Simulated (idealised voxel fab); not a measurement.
Process module, titled voxel self aligned vias
The cross-section on display is named cut; it measures 285 nm wide, and its cells are 5 nm squares.
Cross-section, as written here: a square-cell grid given band by band from the top down, where a band holds one or more rows of cells. First you get the band's top height and its bottom height, in nm, and then the materials it's made of, left to right, with each width in nm. If you see a single material with "throughout", that one covers the band edge to edge. "blank" is empty space. Height is counted from the level 0, under which the received wafer is composed throughout of one material. The lowest of the bands is not closed at the bottom but continues downward, in the notation "z 0 and below". With a width like "30..40", each row of cells in the band differs from the next by the same amount, the top row carrying the first number and the bottom row the second. Where a step carries "no change", the cross-section came out of it unchanged, cell for cell. Each empty space that has no open way to the top and spans at least 8 cells appears under "Closed void register" as width x height at distance, the distance counted from the left edge, all in nm. after a step's settings: what the simulator itself notes on the step. A step line may carry the setting "overlay nm", which, for steps involving a mask, states the distance by which the mask lay to the right of its intended position; negative values denote displacement to the left.

### The planned process steps are enumerated hereunder
| 1 | RECEIVE, material Si |
| 2 | CONFORMAL_DEP, material SiO2, thk nm 15 |
| 3 | CONFORMAL_DEP, material SiCN, thk nm 5 |
| 4 | DIRECTIONAL_DEP, material SiO2, thk nm 20 |
| 5 | PATTERN, tone open, mask id LINES, material resist, width nm 20, pitch nm 45, thk nm 15, overlay nm 0 |
| 6 | DIRECTIONAL_ETCH, etch materials SiO2, depth nm 20 |
| 7 | STRIP, etch materials resist |
| 8 | CONFORMAL_DEP, material TiN, thk nm 5 |
| 9 | FILL_DEP, material W, thk nm 5 |
| 10 | CMP, height nm 40 |
| 11 | SELECTIVE_ETCH, etch materials W Ru TiN, depth nm 5 |
| 12 | FILL_DEP, material SiN, thk nm 10 |
| 13 | CMP, height nm 40 |
| 14 | DIRECTIONAL_DEP, material SiO2, thk nm 15 |
| 15 | DIRECTIONAL_DEP, material aC, thk nm 15 |
| 16 | PATTERN, tone open, mask id VIAS, material resist, width nm 30, thk nm 30, overlay nm 0 |
| 17 | DIRECTIONAL_ETCH, etch materials aC, depth nm 15 |
| 18 | STRIP, etch materials resist |
| 19 | DIRECTIONAL_ETCH, etch materials SiO2, depth nm 15 |
| 20 | DIRECTIONAL_ETCH, etch materials SiN, depth nm 5 |
| 21 | STRIP, etch materials aC |
| 22 | CONFORMAL_DEP, material TiN, thk nm 5 |
| 23 | FILL_DEP, material W, thk nm 5 |
| 24 | CMP, height nm 55 |
| 25 | CONFORMAL_DEP, material SiN, thk nm 5 |

### This is the cross-section of the wafer as we received it, i.e. after step 1
	z 0 and below: Si throughout
	Closed void register: none

### Module complete, cross-section. Starting point and plan per above. One mistake made in running the module
	z 60 to 55: SiN throughout
	z 55 to 40: SiO2 (105) | TiN (5) | W (20) | TiN (5) | SiO2 (150)
	z 40 to 35: SiO2 (105) | TiN (30) | SiO2 (20) | SiN (20) | SiO2 (110)
	z 35 to 25: SiO2 (105) | TiN (10) | W (10) | TiN (10) | SiO2 (20) | TiN (5) | W (10) | TiN (5) | SiO2 (110)
	z 25 to 20: SiO2 (110) | TiN (20) | SiO2 (25) | TiN (20) | SiO2 (110)
	z 20 to 15: SiCN throughout
	z 15 to 0: SiO2 throughout
	z 0 and below: Si throughout
	Closed void register: none
Where did the run depart from the plan? it should be noted that step 19 of the plan was executed twice
